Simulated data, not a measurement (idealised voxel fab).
process module | voxel wiring stack
cross-section cut | 160 nm wide | cells 5 nm
A cross-section is a grid of square cells, given in bands from the top down. A band is one or more rows of cells.
Each band's line starts with the height of the band's top and of its bottom, in nm. Then come its materials from left to right, each with its width in nm. One material with "throughout" fills the band from edge to edge. "air" is empty space.
Height 0 is the level under which the wafer as received is all one material. The lowest band goes on downwards, as in "0 down".
A width such as "30 to 40" changes by the same amount from each row of cells to the next, from the band's top row to its bottom row.
"no change" after a step means that no cell of the cross-section changed.
closed voids: empty space of 8 cells or more with no open way to the top, each as width x height at its distance from the left edge, in nm
after a step's settings: what the simulator itself notes on the step
overlay nm, on a step with a mask: how far to the right of its planned place the mask lay; to the left if negative
plan
1 op RECEIVE | material Si
2 op CONFORMAL_DEP | material SiO2 | thk nm 15
3 op DIRECTIONAL_DEP | material TiN | thk nm 5
4 op DIRECTIONAL_DEP | material W | thk nm 15
5 op DIRECTIONAL_DEP | material aC | thk nm 10
6 op PATTERN | tone cover | mask id METAL_1 | material resist | width nm 20 | pitch nm 45 | thk nm 25 | overlay nm 0
7 op DIRECTIONAL_ETCH | etch materials aC | depth nm 10
8 op STRIP | etch materials resist
9 op DIRECTIONAL_ETCH | etch materials W | depth nm 15
10 op DIRECTIONAL_ETCH | etch materials TiN | depth nm 5
11 op STRIP | etch materials aC
12 op CONFORMAL_DEP | material SiN | thk nm 5
13 op FILL_DEP | material lowk | thk nm 10
14 op CMP | height nm 35
15 op CONFORMAL_DEP | material SiCN | thk nm 5
16 op DIRECTIONAL_DEP | material lowk | thk nm 20
17 op PATTERN | tone open | mask id PLUG_1 | material resist | width nm 15 | thk nm 15 | overlay nm 0
18 op DIRECTIONAL_ETCH | etch materials lowk | depth nm 20
19 op DIRECTIONAL_ETCH | etch materials SiCN | depth nm 5
20 op STRIP | etch materials resist
21 op CONFORMAL_DEP | material TiN | thk nm 5
22 op FILL_DEP | material W | thk nm 5
23 op CMP | height nm 60
24 op CONFORMAL_DEP | material SiN | thk nm 5
25 op DIRECTIONAL_DEP | material lowk | thk nm 20
26 op PATTERN | tone open | mask id METAL_2 | material resist | width nm 20 | pitch nm 45 | thk nm 15 | overlay nm 0
27 op DIRECTIONAL_ETCH | etch materials lowk | depth nm 20
28 op DIRECTIONAL_ETCH | etch materials SiN | depth nm 5
29 op STRIP | etch materials resist
30 op CONFORMAL_DEP | material TiN | thk nm 5
31 op FILL_DEP | material Ru | thk nm 5
32 op CMP | height nm 85
33 op CONFORMAL_DEP | material SiCN | thk nm 5
34 op DIRECTIONAL_DEP | material lowk | thk nm 10
35 op MASKED_ETCH | tone open | mask id PLUG_2 | width nm 15 | pitch nm 45 | etch materials lowk | depth nm 10 | overlay nm 0
36 op MASKED_ETCH | tone open | mask id PLUG_2 | width nm 15 | pitch nm 45 | etch materials SiCN | depth nm 5 | overlay nm 0
37 op EPI | material Ru | thk nm 10
38 op EPI | material Ru | thk nm 5
39 op CONFORMAL_DEP | material SiCN | thk nm 5
40 op DIRECTIONAL_DEP | material SiO2 | thk nm 20
41 op PATTERN | tone open | mask id METAL_3 | material resist | width nm 20 | pitch nm 45 | thk nm 20 | overlay nm 0
42 op DIRECTIONAL_ETCH | etch materials SiO2 | depth nm 20
43 op DIRECTIONAL_ETCH | etch materials SiCN | depth nm 5
44 op STRIP | etch materials resist
45 op CONFORMAL_DEP | material TiN | thk nm 5
46 op FILL_DEP | material Cu | thk nm 5
47 op CMP | height nm 125
48 op EPI | material Ru | thk nm 5
49 op FILL_DEP | material SiCN | thk nm 5
first wafer, as planned
as received, after step 1
  0 down: Si throughout
  closed voids: none
after step 2
  15 to 0: SiO2 throughout
  below 0: unchanged
after step 3
  20 to 15: TiN throughout
  below 15: unchanged
after step 4
  35 to 20: W throughout
  below 20: unchanged
after step 5
  45 to 35: aC throughout
  below 35: unchanged
after step 6
  70 to 45: air 45 | resist 20 | air 25 | resist 20 | air 50
  below 45: unchanged
after step 7
  60 to 45: air 45 | resist 20 | air 25 | resist 20 | air 50
  45 to 35: air 45 | aC 20 | air 25 | aC 20 | air 50
  below 35: unchanged
after step 8
  45 to 35: air 45 | aC 20 | air 25 | aC 20 | air 50
  below 35: unchanged
after step 9
  45 to 35: air 45 | aC 20 | air 25 | aC 20 | air 50
  35 to 20: air 45 | W 20 | air 25 | W 20 | air 50
  below 20: unchanged
after step 10
  45 to 35: air 45 | aC 20 | air 25 | aC 20 | air 50
  35 to 20: air 45 | W 20 | air 25 | W 20 | air 50
  20 to 15: air 45 | TiN 20 | air 25 | TiN 20 | air 50
  below 15: unchanged
after step 11
  35 to 20: air 45 | W 20 | air 25 | W 20 | air 50
  below 20: unchanged
after step 12
  40 to 35: air 40 | SiN 30 | air 15 | SiN 30 | air 45
  35 to 20: air 40 | SiN 5 | W 20 | SiN 5 | air 15 | SiN 5 | W 20 | SiN 5 | air 45
  20 to 15: SiN 45 | TiN 20 | SiN 25 | TiN 20 | SiN 50
  below 15: unchanged
after step 13
  50 to 40: lowk throughout
  40 to 35: lowk 40 | SiN 30 | lowk 15 | SiN 30 | lowk 45
  35 to 20: lowk 40 | SiN 5 | W 20 | SiN 5 | lowk 15 | SiN 5 | W 20 | SiN 5 | lowk 45
  below 20: unchanged
after step 14
  35 to 20: lowk 40 | SiN 5 | W 20 | SiN 5 | lowk 15 | SiN 5 | W 20 | SiN 5 | lowk 45
  below 20: unchanged
after step 15
  40 to 35: SiCN throughout
  below 35: unchanged
after step 16
  60 to 40: lowk throughout
  below 40: unchanged
after step 17
  75 to 60: resist 45 | air 15 | resist 100
  below 60: unchanged
after step 18
  75 to 60: resist 45 | air 15 | resist 100
  60 to 40: lowk 45 | air 15 | lowk 100
  below 40: unchanged
after step 19
  75 to 60: resist 45 | air 15 | resist 100
  60 to 40: lowk 45 | air 15 | lowk 100
  40 to 35: SiCN 45 | air 15 | SiCN 100
  below 35: unchanged
after step 20
  60 to 40: lowk 45 | air 15 | lowk 100
  below 40: unchanged
after step 21
  65 to 60: TiN 50 | air 5 | TiN 105
  60 to 40: lowk 45 | TiN 5 | air 5 | TiN 5 | lowk 100
  40 to 35: SiCN 45 | TiN 15 | SiCN 100
  below 35: unchanged
after step 22
  70 to 65: W throughout
  65 to 60: TiN 50 | W 5 | TiN 105
  60 to 40: lowk 45 | TiN 5 | W 5 | TiN 5 | lowk 100
  below 40: unchanged
after step 23
  60 to 40: lowk 45 | TiN 5 | W 5 | TiN 5 | lowk 100
  below 40: unchanged
after step 24
  65 to 60: SiN throughout
  below 60: unchanged
after step 25
  85 to 65: lowk throughout
  below 65: unchanged
after step 26
  100 to 85: resist 45 | air 20 | resist 25 | air 20 | resist 50
  below 85: unchanged
after step 27
  100 to 85: resist 45 | air 20 | resist 25 | air 20 | resist 50
  85 to 65: lowk 45 | air 20 | lowk 25 | air 20 | lowk 50
  below 65: unchanged
after step 28
  100 to 85: resist 45 | air 20 | resist 25 | air 20 | resist 50
  85 to 65: lowk 45 | air 20 | lowk 25 | air 20 | lowk 50
  65 to 60: SiN 45 | air 20 | SiN 25 | air 20 | SiN 50
  below 60: unchanged
after step 29
  85 to 65: lowk 45 | air 20 | lowk 25 | air 20 | lowk 50
  below 65: unchanged
after step 30
  90 to 85: TiN 50 | air 10 | TiN 35 | air 10 | TiN 55
  85 to 65: lowk 45 | TiN 5 | air 10 | TiN 5 | lowk 25 | TiN 5 | air 10 | TiN 5 | lowk 50
  65 to 60: SiN 45 | TiN 20 | SiN 25 | TiN 20 | SiN 50
  below 60: unchanged
after step 31
  95 to 90: Ru throughout
  90 to 85: TiN 50 | Ru 10 | TiN 35 | Ru 10 | TiN 55
  85 to 65: lowk 45 | TiN 5 | Ru 10 | TiN 5 | lowk 25 | TiN 5 | Ru 10 | TiN 5 | lowk 50
  below 65: unchanged
after step 32
  85 to 65: lowk 45 | TiN 5 | Ru 10 | TiN 5 | lowk 25 | TiN 5 | Ru 10 | TiN 5 | lowk 50
  below 65: unchanged
after step 33
  90 to 85: SiCN throughout
  below 85: unchanged
after step 34
  100 to 90: lowk throughout
  below 90: unchanged
after step 35
  100 to 90: lowk 45 | air 15 | lowk 30 | air 15 | lowk 55
  below 90: unchanged
after step 36
  100 to 90: lowk 45 | air 15 | lowk 30 | air 15 | lowk 55
  90 to 85: SiCN 45 | air 15 | SiCN 30 | air 15 | SiCN 55
  below 85: unchanged
after step 37
  100 to 95: lowk 45 | air 15 | lowk 30 | air 15 | lowk 55
  95 to 90: lowk 45 | Ru 15 | lowk 30 | Ru 15 | lowk 55
  90 to 85: SiCN 45 | Ru 15 | SiCN 30 | Ru 15 | SiCN 55
  below 85: unchanged
after step 38
  100 to 90: lowk 45 | Ru 15 | lowk 30 | Ru 15 | lowk 55
  below 90: unchanged
after step 39
  105 to 100: SiCN throughout
  below 100: unchanged
after step 40
  125 to 105: SiO2 throughout
  below 105: unchanged
after step 41
  145 to 125: resist 45 | air 20 | resist 25 | air 20 | resist 50
  below 125: unchanged
after step 42
  145 to 125: resist 45 | air 20 | resist 25 | air 20 | resist 50
  125 to 105: SiO2 45 | air 20 | SiO2 25 | air 20 | SiO2 50
  below 105: unchanged
after step 43
  145 to 125: resist 45 | air 20 | resist 25 | air 20 | resist 50
  125 to 105: SiO2 45 | air 20 | SiO2 25 | air 20 | SiO2 50
  105 to 100: SiCN 45 | air 20 | SiCN 25 | air 20 | SiCN 50
  below 100: unchanged
after step 44
  125 to 105: SiO2 45 | air 20 | SiO2 25 | air 20 | SiO2 50
  below 105: unchanged
after step 45
  130 to 125: TiN 50 | air 10 | TiN 35 | air 10 | TiN 55
  125 to 105: SiO2 45 | TiN 5 | air 10 | TiN 5 | SiO2 25 | TiN 5 | air 10 | TiN 5 | SiO2 50
  105 to 100: SiCN 45 | TiN 20 | SiCN 25 | TiN 20 | SiCN 50
  below 100: unchanged
after step 46
  135 to 130: Cu throughout
  130 to 125: TiN 50 | Cu 10 | TiN 35 | Cu 10 | TiN 55
  125 to 105: SiO2 45 | TiN 5 | Cu 10 | TiN 5 | SiO2 25 | TiN 5 | Cu 10 | TiN 5 | SiO2 50
  below 105: unchanged
after step 47
  125 to 105: SiO2 45 | TiN 5 | Cu 10 | TiN 5 | SiO2 25 | TiN 5 | Cu 10 | TiN 5 | SiO2 50
  below 105: unchanged
after step 48
  130 to 125: air 40 | Ru 30 | air 15 | Ru 30 | air 45
  below 125: unchanged
after step 49
  135 to 130: SiCN throughout
  130 to 125: SiCN 40 | Ru 30 | SiCN 15 | Ru 30 | SiCN 45
  below 125: unchanged
second wafer: like start, like plan, one mistake. Through step 38 it matches the first wafer
when step 39 should have ended: no change
when step 40 should have ended
  120 to 100: SiO2 throughout
  below 100: unchanged
when step 41 should have ended
  140 to 120: resist 45 | air 20 | resist 25 | air 20 | resist 50
  below 120: unchanged
when step 42 should have ended
  140 to 120: resist 45 | air 20 | resist 25 | air 20 | resist 50
  120 to 100: SiO2 45 | air 20 | SiO2 25 | air 20 | SiO2 50
  below 100: unchanged
when step 43 should have ended: no change
when step 44 should have ended
  120 to 100: SiO2 45 | air 20 | SiO2 25 | air 20 | SiO2 50
  below 100: unchanged
when step 45 should have ended
  125 to 120: TiN 50 | air 10 | TiN 35 | air 10 | TiN 55
  120 to 105: SiO2 45 | TiN 5 | air 10 | TiN 5 | SiO2 25 | TiN 5 | air 10 | TiN 5 | SiO2 50
  105 to 100: SiO2 45 | TiN 20 | SiO2 25 | TiN 20 | SiO2 50
  below 100: unchanged
when step 46 should have ended
  130 to 125: Cu throughout
  125 to 120: TiN 50 | Cu 10 | TiN 35 | Cu 10 | TiN 55
  120 to 105: SiO2 45 | TiN 5 | Cu 10 | TiN 5 | SiO2 25 | TiN 5 | Cu 10 | TiN 5 | SiO2 50
  below 105: unchanged
when step 47 should have ended
  125 to 120: TiN 50 | Cu 10 | TiN 35 | Cu 10 | TiN 55
  below 120: unchanged
when step 48 should have ended
  130 to 125: Ru throughout
  below 125: unchanged
when step 49 should have ended
  135 to 130: SiCN throughout
  below 130: unchanged
what went wrong: step 39 was left out
at the end the second wafer has, in cells: 20 more of Ru | 44 fewer of SiCN | 24 more of TiN
